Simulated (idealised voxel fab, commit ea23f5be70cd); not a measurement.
Herein follows the process module entitled voxel double patterning.
205 nm wide, 5 nm square cells: that's cross-section cut.
Just so we're on the same page, the cross-sections are grids of square cells, and they're listed out in bands top to bottom, each band one or more rows deep.
Within each band entry, the heights of the top and of the bottom of the band appear first, in that order and in nm; the materials of the band then follow from left to right, each with its corresponding width in nm. The designation "edge to edge" on a single material indicates that it fills the band from edge to edge; the designation "air" indicates empty space.
Counting heights begins at 0, where everything beneath is, in the wafer as received, one material. The lowest band has no bottom; it goes on downwards, as "0 -> down" shows.
With a width like "30->40", each row of cells in the band differs from the next by the same amount, the top row carrying the first number and the bottom row the second.
Reading "nothing altered" for a step: not a cell of the cross-section changed in it.
The entry titled "Closed void list" provides the empty spaces that have no open way to the top, restricted to those of 8 cells or more. Each is presented as width x height at distance, the distance being measured from the left edge, with all three in nm.
after a step's settings: what the simulator itself notes on the step
overlay nm: how far to the right of its planned place the mask lay on this masked step (negative: to the left).

Steps in the process plan
1) RECEIVE | material Si
2) CONFORMAL_DEP | material SiO2 | thk nm 5
3) DIRECTIONAL_DEP | material W | thk nm 10
4) DIRECTIONAL_DEP | material SiN | thk nm 10
5) PATTERN | tone open | mask id FIRST | material resist | width nm 15 | pitch nm 50 | thk nm 15 | overlay nm 0
6) DIRECTIONAL_ETCH | etch materials SiN | depth nm 10
7) STRIP | etch materials resist
8) MASKED_ETCH | tone open | mask id SECOND | width nm 15 | etch materials SiN | depth nm 10 | overlay nm 0
9) DIRECTIONAL_ETCH | etch materials W | depth nm 10
10) STRIP | etch materials SiN

Incoming wafer in cross-section (state: after step 1)
* 0 -> down: Si edge to edge
* Closed void list: none

The plan above was carried out on the starting structure above with one mistake, and this cross-section shows the wafer at the end of the module
* 25 -> 15: SiO2 edge to edge
* 15 -> 5: W edge to edge
* 5 -> 0: SiO2 edge to edge
* 0 -> down: Si edge to edge
* Closed void list: none
It is concluded that the wafer was processed incorrectly with respect to the plan, in that not per plan at step 4, really ran DIRECTIONAL_DEP | material SiO2 | thk nm 10
